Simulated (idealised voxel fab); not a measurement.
Name of the process module below: voxel lift off
Cross-section cut spans 200 nm and uses square cells 5 nm in size.
Cross-section spec: square-cell grid; bands listed top down; each band is one or more rows.
Per band: top height and bottom height in nm, followed by the left-to-right materials and their widths in nm; "edge to edge" marks a single material spanning edge to edge, "empty" marks empty space.
Ref level 0: as-received wafer is one material below here. Bottom band extends down with no lower bound ("0 -> down").
Read "30..40" as a graded width: first number on top, second number at the bottom, same change between each pair of neighbouring rows.
Basically "remained unchanged" means that step didn't change any cell in the cross-section.
Under "Closed internal cavities" you'll find the enclosed gaps, the ones with no way out to the top, that are 8 cells or bigger; each reads width x height at distance, with distance counted from the left edge, everything in nm.
Anything after a step's settings on that line? It's the simulator's own note about the step.
A step's line can hold "overlay nm"; with a mask on that step, the setting says how far right of the planned place the mask lay, while a negative setting says it lay to the left.

**These are the steps we planned for the process**
- 1: RECEIVE: material Si
- 2: CONFORMAL_DEP: material Al2O3, thk nm 5
- 3: PATTERN: tone open, mask id LINES, material resist, width nm 20, pitch nm 45, thk nm 15, overlay nm 0
- 4: DIRECTIONAL_DEP: material Ru, thk nm 5
- 5: STRIP: etch materials resist
- 6: CONFORMAL_DEP: material SiO2, thk nm 5

**Wafer cross-section on receipt, i.e. after step 1**
  0 -> down = Si edge to edge
  Closed internal cavities: none

**Cross-sectional view of the first of the two wafers upon completion of the module, processed in accordance with the plan**
  15 -> 10 = 40 nm empty | 30 nm SiO2 | 15 nm empty | 30 nm SiO2 | 15 nm empty | 30 nm SiO2 | 40 nm empty
  10 -> 5 = 45 nm SiO2 | 20 nm Ru | 25 nm SiO2 | 20 nm Ru | 25 nm SiO2 | 20 nm Ru | 45 nm SiO2
  5 -> 0 = Al2O3 edge to edge
  0 -> down = Si edge to edge
  Closed internal cavities: none

**Second wafer of the two, sectioned at the end of the module. It began like the first and followed the same plan, but one mistake was made while running it**
  15 -> 10 = 40 nm empty | 30 nm Al2O3 | 15 nm empty | 30 nm Al2O3 | 15 nm empty | 30 nm Al2O3 | 40 nm empty
  10 -> 5 = 45 nm Al2O3 | 20 nm Ru | 25 nm Al2O3 | 20 nm Ru | 25 nm Al2O3 | 20 nm Ru | 45 nm Al2O3
  5 -> 0 = Al2O3 edge to edge
  0 -> down = Si edge to edge
  Closed internal cavities: none
It is concluded that the wafer was processed incorrectly with respect to the plan, in that step 6 ran as: CONFORMAL_DEP: material Al2O3, thk nm 5
At the finish, the second wafer shows more or fewer cells for some materials than the first does: Al2O3 +46; SiO2 -46
